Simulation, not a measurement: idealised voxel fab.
This is a process module. Its name is voxel gate over fins.
Section shown: cut. Width: 265 nm. Cell size: 5 nm, square.
Cross-sections here: square-cell grids, written as top-down lists of bands, a band being one or more rows of cells. First you get the band's top height and its bottom height, in nm, and then the materials it's made of, left to right, with each width in nm. If you see a single material with "full width", that one covers the band edge to edge. "air" is empty space. Basically, 0 is our baseline, since under it the wafer straight out of the box is all one material. The bottom band has no lower end and keeps on going down, so it looks like "0 down". The two numbers in a width such as "30..40" mark its ends across the band: the first belongs to the top row of cells, the second to the bottom row, and from each row to the next the width moves by the same amount. "everything unchanged" for a step: no cell of the cross-section changed in that step. What "Completely enclosed voids" gives you is every empty space of 8 cells or more that is cut off from the top. Each appears as width x height at distance, with the distance taken from the left edge and width, height and distance all in nm. Whatever follows a step's settings on its line is a remark the simulator itself makes about that step. Steps that use a mask can have "overlay nm" on their line. It says how far the mask sat to the right of where it was meant to be. Negative means to the left. If you're wondering how to read the rest of this, here's the deal. It's pairs of cross-sections: one from before a process step, one from after it. The after one is only drawn as far down as the lowest band that changed. Right under each pair you'll see which step sits between them and what its settings were. Don't read the pairs as one continuous story, though. They can come from different runs of this module on the same starting wafer, and a pair only carries on from the one above it where its entry headed "Pre-step cross-section" says so.
Pre-step cross-section:
	30 to 10  resist=125 / air=20 / resist=120
	10 to 0  SiO2=100 / SiN=15 / SiO2=35 / SiN=15 / SiO2=100
	0 to -30  SiO2=100 / Si=15 / SiO2=35 / Si=15 / SiO2=100
	-30 down  Si full width
	Completely enclosed voids: none
Post-Step Cross-Section:
	30 to 10  resist=125 / air=20 / resist=120
	10 to 0  SiO2=100 / SiN=15 / SiO2=10 / air=20 / SiO2=5 / SiN=15 / SiO2=100
	0 to -25  SiO2=100 / Si=15 / SiO2=10 / air=20 / SiO2=5 / Si=15 / SiO2=100
	Note: structure below -25 unchanged.
	Completely enclosed voids: none
Going from the before section above to the after section, the step was DIRECTIONAL_ETCH with etch materials SiO2, depth nm 35
Pre-step cross-section: the after view from the pair directly above serves as the before view here.
Post-Step Cross-Section:
	10 to 0  SiO2=100 / SiN=15 / SiO2=10 / air=20 / SiO2=5 / SiN=15 / SiO2=100
	Note: structure below 0 unchanged.
	Completely enclosed voids: none
Going from the before section above to the after section, the step was STRIP with etch materials resist
Pre-step cross-section: the after view from the pair directly above serves as the before view here.
Post-Step Cross-Section:
	15 to 10  TiN=130 / air=10 / TiN=125
	10 to 0  SiO2=100 / SiN=15 / SiO2=10 / TiN=5 / air=10 / TiN=5 / SiO2=5 / SiN=15 / SiO2=100
	0 to -20  SiO2=100 / Si=15 / SiO2=10 / TiN=5 / air=10 / TiN=5 / SiO2=5 / Si=15 / SiO2=100
	-20 to -25  SiO2=100 / Si=15 / SiO2=10 / TiN=20 / SiO2=5 / Si=15 / SiO2=100
	Note: structure below -25 unchanged.
	Completely enclosed voids: none
Going from the before section above to the after section, the step was CONFORMAL_DEP with material TiN, thk nm 5
Pre-step cross-section: the after view from the pair directly above serves as the before view here.
Post-Step Cross-Section:
	25 to 15  W full width
	15 to 10  TiN=130 / W=10 / TiN=125
	10 to 0  SiO2=100 / SiN=15 / SiO2=10 / TiN=5 / W=10 / TiN=5 / SiO2=5 / SiN=15 / SiO2=100
	0 to -20  SiO2=100 / Si=15 / SiO2=10 / TiN=5 / W=10 / TiN=5 / SiO2=5 / Si=15 / SiO2=100
	Note: structure below -20 unchanged.
	Completely enclosed voids: none
Going from the before section above to the after section, the step was FILL_DEP with material W, thk nm 10
Pre-step cross-section: the after view from the pair directly above serves as the before view here.
Post-Step Cross-Section:
	10 to 0  SiO2=100 / SiN=15 / SiO2=10 / TiN=5 / W=10 / TiN=5 / SiO2=5 / SiN=15 / SiO2=100
	Note: structure below 0 unchanged.
	Completely enclosed voids: none
Going from the before section above to the after section, the step was CMP with height nm 10
Pre-step cross-section: the after view from the pair directly above serves as the before view here.
Post-Step Cross-Section:
	10 to 0  SiO2=100 / SiN=15 / SiO2=10 / air=20 / SiO2=5 / SiN=15 / SiO2=100
	0 to -15  SiO2=100 / Si=15 / SiO2=10 / air=20 / SiO2=5 / Si=15 / SiO2=100
	Note: structure below -15 unchanged.
	Completely enclosed voids: none
Going from the before section above to the after section, the step was SELECTIVE_ETCH with etch materials W Ru TiN, depth nm 25
Pre-step cross-section: the after view from the pair directly above serves as the before view here.
Post-Step Cross-Section:
	15 to 10  SiO2 full width
	10 to 0  SiO2=100 / SiN=15 / SiO2=35 / SiN=15 / SiO2=100
	0 to -15  SiO2=100 / Si=15 / SiO2=35 / Si=15 / SiO2=100
	Note: structure below -15 unchanged.
	Completely enclosed voids: none
Going from the before section above to the after section, the step was FILL_DEP with material SiO2, thk nm 5
Pre-step cross-section: the after view from the pair directly above serves as the before view here.
Post-Step Cross-Section:
	10 to 0  SiO2=100 / SiN=15 / SiO2=35 / SiN=15 / SiO2=100
	Note: structure below 0 unchanged.
	Completely enclosed voids: none
Going from the before section above to the after section, the step was CMP with height nm 10
Pre-step cross-section: the after view from the pair directly above serves as the before view here.
Post-Step Cross-Section:
	10 to 0  air=100 / SiN=15 / air=35 / SiN=15 / air=100
	0 to -10  air=100 / Si=15 / air=35 / Si=15 / air=100
	Note: structure below -10 unchanged.
	Completely enclosed voids: none
Going from the before section above to the after section, the step was SELECTIVE_ETCH with etch materials SiO2, depth nm 20
Pre-step cross-section: the after view from the pair directly above serves as the before view here.
Post-Step Cross-Section:
	0 to -10  air=100 / Si=15 / air=35 / Si=15 / air=100
	Note: structure below -10 unchanged.
	Completely enclosed voids: none
Going from the before section above to the after section, the step was STRIP with etch materials SiN
Pre-step cross-section: the after view from the pair directly above serves as the before view here.
Post-Step Cross-Section:
	5 to 0  air=95 / HfO2=25 / air=25 / HfO2=25 / air=95
	0 to -5  air=95 / HfO2=5 / Si=15 / HfO2=5 / air=25 / HfO2=5 / Si=15 / HfO2=5 / air=95
	-5 to -10  HfO2=100 / Si=15 / HfO2=35 / Si=15 / HfO2=100
	Note: structure below -10 unchanged.
	Completely enclosed voids: none
Going from the before section above to the after section, the step was CONFORMAL_DEP with material HfO2, thk nm 5
Pre-step cross-section: the after view from the pair directly above serves as the before view here.
Post-Step Cross-Section:
	10 to 5  air=90 / TiN=35 / air=15 / TiN=35 / air=90
	5 to 0  air=90 / TiN=5 / HfO2=25 / TiN=5 / air=15 / TiN=5 / HfO2=25 / TiN=5 / air=90
	0 to -5  TiN=95 / HfO2=5 / Si=15 / HfO2=5 / TiN=25 / HfO2=5 / Si=15 / HfO2=5 / TiN=95
	Note: structure below -5 unchanged.
	Completely enclosed voids: none
Going from the before section above to the after section, the step was CONFORMAL_DEP with material TiN, thk nm 5
Pre-step cross-section: the after view from the pair directly above serves as the before view here.
Post-Step Cross-Section:
	25 to 10  W full width
	10 to 5  W=90 / TiN=35 / W=15 / TiN=35 / W=90
	5 to 0  W=90 / TiN=5 / HfO2=25 / TiN=5 / W=15 / TiN=5 / HfO2=25 / TiN=5 / W=90
	Note: structure below 0 unchanged.
	Completely enclosed voids: none
Going from the before section above to the after section, the step was FILL_DEP with material W, thk nm 15
Pre-step cross-section: the after view from the pair directly above serves as the before view here.
Post-Step Cross-Section:
	20 to 10  W full width
	Note: structure below 10 unchanged.
	Completely enclosed voids: none
Going from the before section above to the after section, the step was CMP with height nm 20
Pre-step cross-section: the after view from the pair directly above serves as the before view here.
Post-Step Cross-Section:
	25 to 20  SiCN full width
	Note: structure below 20 unchanged.
	Completely enclosed voids: none
Going from the before section above to the after section, the step was CONFORMAL_DEP with material SiCN, thk nm 5
Pre-step cross-section:
	20 to 10  aC full width
	10 to 0  SiN full width
	0 down  Si full width
	Completely enclosed voids: none
Post-Step Cross-Section:
	50 to 20  air=105 / resist=15 / air=35 / resist=15 / air=95
	Note: structure below 20 unchanged.
	Completely enclosed voids: none
Going from the before section above to the after section, the step was PATTERN with tone cover, mask id FINS, material resist, width nm 15, pitch nm 50, thk nm 30, overlay nm 5
Pre-step cross-section: the after view from the pair directly above serves as the before view here.
Post-Step Cross-Section:
	40 to 20  air=105 / resist=15 / air=35 / resist=15 / air=95
	20 to 10  air=105 / aC=15 / air=35 / aC=15 / air=95
	Note: structure below 10 unchanged.
	Completely enclosed voids: none
Going from the before section above to the after section, the step was DIRECTIONAL_ETCH with etch materials aC, depth nm 10
Pre-step cross-section: the after view from the pair directly above serves as the before view here.
Post-Step Cross-Section:
	20 to 10  air=105 / aC=15 / air=35 / aC=15 / air=95
	Note: structure below 10 unchanged.
	Completely enclosed voids: none
Going from the before section above to the after section, the step was STRIP with etch materials resist
Pre-step cross-section: the after view from the pair directly above serves as the before view here.
Post-Step Cross-Section:
	20 to 10  air=105 / aC=15 / air=35 / aC=15 / air=95
	10 to 0  air=105 / SiN=15 / air=35 / SiN=15 / air=95
	Note: structure below 0 unchanged.
	Completely enclosed voids: none
Going from the before section above to the after section, the step was DIRECTIONAL_ETCH with etch materials SiN, depth nm 10
Pre-step cross-section: the after view from the pair directly above serves as the before view here.
Post-Step Cross-Section:
	20 to 10  air=105 / aC=15 / air=35 / aC=15 / air=95
	10 to 0  air=105 / SiN=15 / air=35 / SiN=15 / air=95
	0 to -30  air=105 / Si=15 / air=35 / Si=15 / air=95
	Note: structure below -30 unchanged.
	Completely enclosed voids: none
Going from the before section above to the after section, the step was DIRECTIONAL_ETCH with etch materials Si, depth nm 30
Pre-step cross-section: the after view from the pair directly above serves as the before view here.
Post-Step Cross-Section:
	10 to 0  air=105 / SiN=15 / air=35 / SiN=15 / air=95
	Note: structure below 0 unchanged.
	Completely enclosed voids: none
Going from the before section above to the after section, the step was STRIP with etch materials aC
Pre-step cross-section: the after view from the pair directly above serves as the before view here.
Post-Step Cross-Section:
	20 to 10  SiO2 full width
	10 to 0  SiO2=105 / SiN=15 / SiO2=35 / SiN=15 / SiO2=95
	0 to -30  SiO2=105 / Si=15 / SiO2=35 / Si=15 / SiO2=95
	Note: structure below -30 unchanged.
	Completely enclosed voids: none
Going from the before section above to the after section, the step was FILL_DEP with material SiO2, thk nm 10
Pre-step cross-section: the after view from the pair directly above serves as the before view here.
Post-Step Cross-Section:
	10 to 0  SiO2=105 / SiN=15 / SiO2=35 / SiN=15 / SiO2=95
	Note: structure below 0 unchanged.
	Completely enclosed voids: none
Going from the before section above to the after section, the step was CMP with height nm 10
Pre-step cross-section: the after view from the pair directly above serves as the before view here.
Post-Step Cross-Section:
	30 to 10  resist=125 / air=15 / resist=125
	Note: structure below 10 unchanged.
	Completely enclosed voids: none
Going from the before section above to the after section, the step was PATTERN with tone open, mask id RAIL, material resist, width nm 15, thk nm 20, overlay nm 0
Pre-step cross-section: the after view from the pair directly above serves as the before view here.
Post-Step Cross-Section:
	30 to 10  resist=125 / air=15 / resist=125
	10 to 0  SiO2=105 / SiN=15 / SiO2=5 / air=15 / SiO2=15 / SiN=15 / SiO2=95
	0 to -25  SiO2=105 / Si=15 / SiO2=5 / air=15 / SiO2=15 / Si=15 / SiO2=95
	Note: structure below -25 unchanged.
	Completely enclosed voids: none
Going from the before section above to the after section, the step was DIRECTIONAL_ETCH with etch materials SiO2, depth nm 35
Pre-step cross-section: the after view from the pair directly above serves as the before view here.
Post-Step Cross-Section:
	10 to 0  SiO2=105 / SiN=15 / SiO2=5 / air=15 / SiO2=15 / SiN=15 / SiO2=95
	Note: structure below 0 unchanged.
	Completely enclosed voids: none
Going from the before section above to the after section, the step was STRIP with etch materials resist
Pre-step cross-section: the after view from the pair directly above serves as the before view here.
Post-Step Cross-Section:
	15 to 10  TiN=130 / air=5 / TiN=130
	10 to 0  SiO2=105 / SiN=15 / SiO2=5 / TiN=5 / air=5 / TiN=5 / SiO2=15 / SiN=15 / SiO2=95
	0 to -20  SiO2=105 / Si=15 / SiO2=5 / TiN=5 / air=5 / TiN=5 / SiO2=15 / Si=15 / SiO2=95
	-20 to -25  SiO2=105 / Si=15 / SiO2=5 / TiN=15 / SiO2=15 / Si=15 / SiO2=95
	Note: structure below -25 unchanged.
	Completely enclosed voids: none
Going from the before section above to the after section, the step was CONFORMAL_DEP with material TiN, thk nm 5
Pre-step cross-section: the after view from the pair directly above serves as the before view here.
Post-Step Cross-Section:
	25 to 15  W full width
	15 to 10  TiN=130 / W=5 / TiN=130
	10 to 0  SiO2=105 / SiN=15 / SiO2=5 / TiN=5 / W=5 / TiN=5 / SiO2=15 / SiN=15 / SiO2=95
	0 to -20  SiO2=105 / Si=15 / SiO2=5 / TiN=5 / W=5 / TiN=5 / SiO2=15 / Si=15 / SiO2=95
	Note: structure below -20 unchanged.
	Completely enclosed voids: none
Going from the before section above to the after section, the step was FILL_DEP with material W, thk nm 10
Pre-step cross-section: the after view from the pair directly above serves as the before view here.
Post-Step Cross-Section:
	10 to 0  SiO2=105 / SiN=15 / SiO2=5 / TiN=5 / W=5 / TiN=5 / SiO2=15 / SiN=15 / SiO2=95
	Note: structure below 0 unchanged.
	Completely enclosed voids: none
Going from the before section above to the after section, the step was CMP with height nm 10
Pre-step cross-section: the after view from the pair directly above serves as the before view here.
Post-Step Cross-Section:
	10 to 0  SiO2=105 / SiN=15 / SiO2=5 / air=15 / SiO2=15 / SiN=15 / SiO2=95
	0 to -15  SiO2=105 / Si=15 / SiO2=5 / air=15 / SiO2=15 / Si=15 / SiO2=95
	Note: structure below -15 unchanged.
	Completely enclosed voids: none
Going from the before section above to the after section, the step was SELECTIVE_ETCH with etch materials W Ru TiN, depth nm 25
Pre-step cross-section: the after view from the pair directly above serves as the before view here.
Post-Step Cross-Section:
	15 to 10  SiO2 full width
	10 to 0  SiO2=105 / SiN=15 / SiO2=35 / SiN=15 / SiO2=95
	0 to -15  SiO2=105 / Si=15 / SiO2=35 / Si=15 / SiO2=95
	Note: structure below -15 unchanged.
	Completely enclosed voids: none
Going from the before section above to the after section, the step was FILL_DEP with material SiO2, thk nm 5
Pre-step cross-section: the after view from the pair directly above serves as the before view here.
Post-Step Cross-Section:
	10 to 0  SiO2=105 / SiN=15 / SiO2=35 / SiN=15 / SiO2=95
	Note: structure below 0 unchanged.
	Completely enclosed voids: none
Going from the before section above to the after section, the step was CMP with height nm 10
Pre-step cross-section: the after view from the pair directly above serves as the before view here.
Post-Step Cross-Section:
	10 to 0  air=105 / SiN=15 / air=35 / SiN=15 / air=95
	0 to -10  air=105 / Si=15 / air=35 / Si=15 / air=95
	Note: structure below -10 unchanged.
	Completely enclosed voids: none
Going from the before section above to the after section, the step was SELECTIVE_ETCH with etch materials SiO2, depth nm 20
Pre-step cross-section: the after view from the pair directly above serves as the before view here.
Post-Step Cross-Section:
	0 to -10  air=105 / Si=15 / air=35 / Si=15 / air=95
	Note: structure below -10 unchanged.
	Completely enclosed voids: none
Going from the before section above to the after section, the step was STRIP with etch materials SiN
Pre-step cross-section: the after view from the pair directly above serves as the before view here.
Post-Step Cross-Section:
	5 to 0  air=100 / HfO2=25 / air=25 / HfO2=25 / air=90
	0 to -5  air=100 / HfO2=5 / Si=15 / HfO2=5 / air=25 / HfO2=5 / Si=15 / HfO2=5 / air=90
	-5 to -10  HfO2=105 / Si=15 / HfO2=35 / Si=15 / HfO2=95
	Note: structure below -10 unchanged.
	Completely enclosed voids: none
Going from the before section above to the after section, the step was CONFORMAL_DEP with material HfO2, thk nm 5
Pre-step cross-section: the after view from the pair directly above serves as the before view here.
Post-Step Cross-Section:
	10 to 5  air=95 / TiN=35 / air=15 / TiN=35 / air=85
	5 to 0  air=95 / TiN=5 / HfO2=25 / TiN=5 / air=15 / TiN=5 / HfO2=25 / TiN=5 / air=85
	0 to -5  TiN=100 / HfO2=5 / Si=15 / HfO2=5 / TiN=25 / HfO2=5 / Si=15 / HfO2=5 / TiN=90
	Note: structure below -5 unchanged.
	Completely enclosed voids: none
Going from the before section above to the after section, the step was CONFORMAL_DEP with material TiN, thk nm 5
Pre-step cross-section: the after view from the pair directly above serves as the before view here.
Post-Step Cross-Section:
	25 to 10  W full width
	10 to 5  W=95 / TiN=35 / W=15 / TiN=35 / W=85
	5 to 0  W=95 / TiN=5 / HfO2=25 / TiN=5 / W=15 / TiN=5 / HfO2=25 / TiN=5 / W=85
	Note: structure below 0 unchanged.
	Completely enclosed voids: none
Going from the before section above to the after section, the step was FILL_DEP with material W, thk nm 15
Pre-step cross-section: the after view from the pair directly above serves as the before view here.
Post-Step Cross-Section:
	20 to 10  W full width
	Note: structure below 10 unchanged.
	Completely enclosed voids: none
Going from the before section above to the after section, the step was CMP with height nm 20
Pre-step cross-section: the after view from the pair directly above serves as the before view here.
Post-Step Cross-Section:
	25 to 20  SiCN full width
	Note: structure below 20 unchanged.
	Completely enclosed voids: none
Going from the before section above to the after section, the step was CONFORMAL_DEP with material SiCN, thk nm 5
Pre-step cross-section:
	0 to -10  air=100 / Si=15 / air=35 / Si=15 / air=100
	-10 to -15  SiO2=100 / Si=15 / SiO2=35 / Si=15 / SiO2=100
	-15 to -20  SiO2=100 / Si=15 / SiO2=10 / TiN=5 / W=5 / TiN=5 / SiO2=10 / Si=15 / SiO2=100
	-20 to -25  SiO2=100 / Si=15 / SiO2=10 / TiN=15 / SiO2=10 / Si=15 / SiO2=100
	-25 to -30  SiO2=100 / Si=15 / SiO2=35 / Si=15 / SiO2=100
	-30 down  Si full width
	Completely enclosed voids: none
Post-Step Cross-Section:
	5 to 0  air=95 / TiN=25 / air=25 / TiN=25 / air=95
	0 to -5  air=95 / TiN=5 / Si=15 / TiN=5 / air=25 / TiN=5 / Si=15 / TiN=5 / air=95
	-5 to -10  TiN=100 / Si=15 / TiN=35 / Si=15 / TiN=100
	Note: structure below -10 unchanged.
	Completely enclosed voids: none
Going from the before section above to the after section, the step was CONFORMAL_DEP with material TiN, thk nm 5
Pre-step cross-section: the after view from the pair directly above serves as the before view here.
Post-Step Cross-Section:
	10 to 0  air=90 / TiN=35 / air=15 / TiN=35 / air=90
	0 to -10  TiN=100 / Si=15 / TiN=35 / Si=15 / TiN=100
	Note: structure below -10 unchanged.
	Completely enclosed voids: none
Going from the before section above to the after section, the step was CONFORMAL_DEP with material TiN, thk nm 5
Pre-step cross-section: the after view from the pair directly above serves as the before view here.
Post-Step Cross-Section:
	25 to 10  W full width
	10 to 0  W=90 / TiN=35 / W=15 / TiN=35 / W=90
	Note: structure below 0 unchanged.
	Completely enclosed voids: none
Going from the before section above to the after section, the step was FILL_DEP with material W, thk nm 15
Pre-step cross-section: the after view from the pair directly above serves as the before view here.
Post-Step Cross-Section:
	20 to 10  W full width
	Note: structure below 10 unchanged.
	Completely enclosed voids: none
Going from the before section above to the after section, the step was CMP with height nm 20
Pre-step cross-section: the after view from the pair directly above serves as the before view here.
Post-Step Cross-Section:
	25 to 20  SiCN full width
	Note: structure below 20 unchanged.
	Completely enclosed voids: none
Going from the before section above to the after section, the step was CONFORMAL_DEP with material SiCN, thk nm 5
Pre-step cross-section:
	10 to 0  SiO2=100 / SiN=15 / SiO2=35 / SiN=15 / SiO2=100
	0 to -30  SiO2=100 / Si=15 / SiO2=35 / Si=15 / SiO2=100
	-30 down  Si full width
	Completely enclosed voids: none
Post-Step Cross-Section:
	30 to 10  air=125 / resist=15 / air=125
	Note: structure below 10 unchanged.
	Completely enclosed voids: none
Going from the before section above to the after section, the step was PATTERN with tone cover, mask id RAIL, material resist, width nm 15, thk nm 20, overlay nm 0
Pre-step cross-section: the after view from the pair directly above serves as the before view here.
Post-Step Cross-Section:
	30 to 10  air=125 / resist=15 / air=125
	10 to 0  air=100 / SiN=15 / air=10 / SiO2=15 / air=10 / SiN=15 / air=100
	0 to -25  air=100 / Si=15 / air=10 / SiO2=15 / air=10 / Si=15 / air=100
	Note: structure below -25 unchanged.
	Completely enclosed voids: none
Going from the before section above to the after section, the step was DIRECTIONAL_ETCH with etch materials SiO2, depth nm 35
Pre-step cross-section: the after view from the pair directly above serves as the before view here.
Post-Step Cross-Section:
	10 to 0  air=100 / SiN=15 / air=10 / SiO2=15 / air=10 / SiN=15 / air=100
	Note: structure below 0 unchanged.
	Completely enclosed voids: none
Going from the before section above to the after section, the step was STRIP with etch materials resist
Pre-step cross-section: the after view from the pair directly above serves as the before view here.
Post-Step Cross-Section:
	15 to 10  air=95 / TiN=75 / air=95
	10 to 0  air=95 / TiN=5 / SiN=15 / TiN=10 / SiO2=15 / TiN=10 / SiN=15 / TiN=5 / air=95
	0 to -20  air=95 / TiN=5 / Si=15 / TiN=10 / SiO2=15 / TiN=10 / Si=15 / TiN=5 / air=95
	-20 to -25  TiN=100 / Si=15 / TiN=10 / SiO2=15 / TiN=10 / Si=15 / TiN=100
	Note: structure below -25 unchanged.
	Completely enclosed voids: none
Going from the before section above to the after section, the step was CONFORMAL_DEP with material TiN, thk nm 5
Pre-step cross-section: the after view from the pair directly above serves as the before view here.
Post-Step Cross-Section:
	25 to 15  W full width
	15 to 10  W=95 / TiN=75 / W=95
	10 to 0  W=95 / TiN=5 / SiN=15 / TiN=10 / SiO2=15 / TiN=10 / SiN=15 / TiN=5 / W=95
	0 to -20  W=95 / TiN=5 / Si=15 / TiN=10 / SiO2=15 / TiN=10 / Si=15 / TiN=5 / W=95
	Note: structure below -20 unchanged.
	Completely enclosed voids: none
Going from the before section above to the after section, the step was FILL_DEP with material W, thk nm 10
Pre-step cross-section: the after view from the pair directly above serves as the before view here.
Post-Step Cross-Section:
	10 to 0  W=95 / TiN=5 / SiN=15 / TiN=10 / SiO2=15 / TiN=10 / SiN=15 / TiN=5 / W=95
	Note: structure below 0 unchanged.
	Completely enclosed voids: none
Going from the before section above to the after section, the step was CMP with height nm 10
Pre-step cross-section: the after view from the pair directly above serves as the before view here.
Post-Step Cross-Section:
	10 to 0  air=100 / SiN=15 / air=10 / SiO2=15 / air=10 / SiN=15 / air=100
	0 to -15  air=100 / Si=15 / air=10 / SiO2=15 / air=10 / Si=15 / air=100
	Note: structure below -15 unchanged.
	Completely enclosed voids: none
Going from the before section above to the after section, the step was SELECTIVE_ETCH with etch materials W Ru TiN, depth nm 25
Pre-step cross-section: the after view from the pair directly above serves as the before view here.
Post-Step Cross-Section:
	15 to 10  SiO2 full width
	10 to 0  SiO2=100 / SiN=15 / SiO2=35 / SiN=15 / SiO2=100
	0 to -15  SiO2=100 / Si=15 / SiO2=35 / Si=15 / SiO2=100
	Note: structure below -15 unchanged.
	Completely enclosed voids: none
Going from the before section above to the after section, the step was FILL_DEP with material SiO2, thk nm 5
Pre-step cross-section: the after view from the pair directly above serves as the before view here.
Post-Step Cross-Section:
	10 to 0  SiO2=100 / SiN=15 / SiO2=35 / SiN=15 / SiO2=100
	Note: structure below 0 unchanged.
	Completely enclosed voids: none
Going from the before section above to the after section, the step was CMP with height nm 10
Pre-step cross-section: the after view from the pair directly above serves as the before view here.
Post-Step Cross-Section:
	10 to 0  air=100 / SiN=15 / air=35 / SiN=15 / air=100
	0 to -10  air=100 / Si=15 / air=35 / Si=15 / air=100
	Note: structure below -10 unchanged.
	Completely enclosed voids: none
Going from the before section above to the after section, the step was SELECTIVE_ETCH with etch materials SiO2, depth nm 20
Pre-step cross-section: the after view from the pair directly above serves as the before view here.
Post-Step Cross-Section:
	0 to -10  air=100 / Si=15 / air=35 / Si=15 / air=100
	Note: structure below -10 unchanged.
	Completely enclosed voids: none
Going from the before section above to the after section, the step was STRIP with etch materials SiN
Pre-step cross-section: the after view from the pair directly above serves as the before view here.
Post-Step Cross-Section:
	5 to 0  air=95 / HfO2=25 / air=25 / HfO2=25 / air=95
	0 to -5  air=95 / HfO2=5 / Si=15 / HfO2=5 / air=25 / HfO2=5 / Si=15 / HfO2=5 / air=95
	-5 to -10  HfO2=100 / Si=15 / HfO2=35 / Si=15 / HfO2=100
	Note: structure below -10 unchanged.
	Completely enclosed voids: none
Going from the before section above to the after section, the step was CONFORMAL_DEP with material HfO2, thk nm 5
Pre-step cross-section: the after view from the pair directly above serves as the before view here.
Post-Step Cross-Section:
	10 to 5  air=90 / TiN=35 / air=15 / TiN=35 / air=90
	5 to 0  air=90 / TiN=5 / HfO2=25 / TiN=5 / air=15 / TiN=5 / HfO2=25 / TiN=5 / air=90
	0 to -5  TiN=95 / HfO2=5 / Si=15 / HfO2=5 / TiN=25 / HfO2=5 / Si=15 / HfO2=5 / TiN=95
	Note: structure below -5 unchanged.
	Completely enclosed voids: none
Going from the before section above to the after section, the step was CONFORMAL_DEP with material TiN, thk nm 5
Pre-step cross-section: the after view from the pair directly above serves as the before view here.
Post-Step Cross-Section:
	25 to 10  W full width
	10 to 5  W=90 / TiN=35 / W=15 / TiN=35 / W=90
	5 to 0  W=90 / TiN=5 / HfO2=25 / TiN=5 / W=15 / TiN=5 / HfO2=25 / TiN=5 / W=90
	Note: structure below 0 unchanged.
	Completely enclosed voids: none
Going from the before section above to the after section, the step was FILL_DEP with material W, thk nm 15
Pre-step cross-section: the after view from the pair directly above serves as the before view here.
Post-Step Cross-Section:
	20 to 10  W full width
	Note: structure below 10 unchanged.
	Completely enclosed voids: none
Going from the before section above to the after section, the step was CMP with height nm 20
Pre-step cross-section: the after view from the pair directly above serves as the before view here.
Post-Step Cross-Section:
	25 to 20  SiCN full width
	Note: structure below 20 unchanged.
	Completely enclosed voids: none
Going from the before section above to the after section, the step was CONFORMAL_DEP with material SiCN, thk nm 5
